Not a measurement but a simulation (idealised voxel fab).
Documented hereafter: the process module known as voxel double patterning.
The figure presents cross-section cut, which has a width of 175 nm and is divided into square cells with an edge length of 5 nm.
Reading order for cross-sections: top band down to bottom band. Underlying form: a grid of square cells. Band size: one or more rows of cells. Look at the band entry: it leads with the top's height and the bottom's height in nm. Then it lists the materials left to right, with a width in nm for each. The word "all across" on a single material says that material fills the band edge to edge. The word "blank" is empty space. For the purposes of this specification, 0 denotes the height below which the wafer in its as-received condition is composed wholly of one material, and the lowermost band, lacking a lower limit, extends downward without end, as expressed in "top 0, no bottom". The expression "30..40" gives the width at the extremes of the band, the first number at its top row of cells and the second at its bottom row, with the width changing by equal amounts from each row to the next in between. The designation "nothing was modified", where it is given for a processing step, indicates that no cell of the cross-section was altered in the course of that step. Reported under the label "Tabulated closed voids" are the empty spaces having no open way to the top and comprising 8 cells or more; the notation for each is width x height at distance, in which the distance is measured from the left edge and all three values are in nm. It should be noted that, on the line of a given step, the content following the step's settings is a remark produced by the simulator itself with respect to that step. overlay nm: right-of-plan distance of the mask on a masked step; negative values mean left-of-plan.
# Planned step list for the process
- 1: RECEIVE with material Si
- 2: CONFORMAL_DEP with material SiN, thk nm 5
- 3: DIRECTIONAL_DEP with material SiO2, thk nm 20
- 4: DIRECTIONAL_DEP with material SiCN, thk nm 5
- 5: DIRECTIONAL_DEP with material aC, thk nm 15
- 6: PATTERN with tone open, mask id FIRST, material resist, width nm 15, pitch nm 50, thk nm 30, overlay nm 0
- 7: DIRECTIONAL_ETCH with etch materials aC, depth nm 15
- 8: STRIP with etch materials resist
- 9: DIRECTIONAL_ETCH with etch materials SiCN, depth nm 5
- 10: STRIP with etch materials aC
- 11: DIRECTIONAL_DEP with material aC, thk nm 10
- 12: PATTERN with tone open, mask id SECOND, material resist, width nm 15, thk nm 30, overlay nm -15
- 13: DIRECTIONAL_ETCH with etch materials aC, depth nm 10
- 14: STRIP with etch materials resist
- 15: DIRECTIONAL_ETCH with etch materials SiCN, depth nm 5
- 16: STRIP with etch materials aC
- 17: DIRECTIONAL_ETCH with etch materials SiO2, depth nm 20
- 18: STRIP with etch materials SiCN
For clarity, it should be stated that the wafers under discussion commence in an identical condition and differ with respect to the overlay nm of step 12, the plan indicating the value that the first wafer had.
# Received condition of the first of several wafers, sectioned: post-step 1
  top 0, no bottom  Si all across
  Tabulated closed voids: none
# End of module: cross-section of the first of several wafers after step 18, the last step
  top 25, bottom 5  55 SiO2; 25 blank; 25 SiO2; 15 blank; 55 SiO2
  top 5, bottom 0  SiN all across
  top 0, no bottom  Si all across
  Tabulated closed voids: none
# Module end, final wafer: cross-section
  top 25, bottom 5  55 SiO2; 15 blank; 25 SiO2; 25 blank; 55 SiO2
  top 5, bottom 0  SiN all across
  top 0, no bottom  Si all across
  Tabulated closed voids: none
# What follows is a table in which each wafer occupies a row; for the wafer as it stands at the close of the module, the row states, material by material, how many cells have been gained (+) or lost (-) since receipt, and then gives its closed voids
overlay nm -15; +35 SiN; +108 SiO2; Tabulated closed voids: none
overlay nm -10; +35 SiN; +104 SiO2; Tabulated closed voids: none
overlay nm -5; +35 SiN; +104 SiO2; Tabulated closed voids: none
overlay nm 0; +35 SiN; +104 SiO2; Tabulated closed voids: none
overlay nm 5; +35 SiN; +104 SiO2; Tabulated closed voids: none
overlay nm 10; +35 SiN; +104 SiO2; Tabulated closed voids: none
overlay nm 15; +35 SiN; +108 SiO2; Tabulated closed voids: none
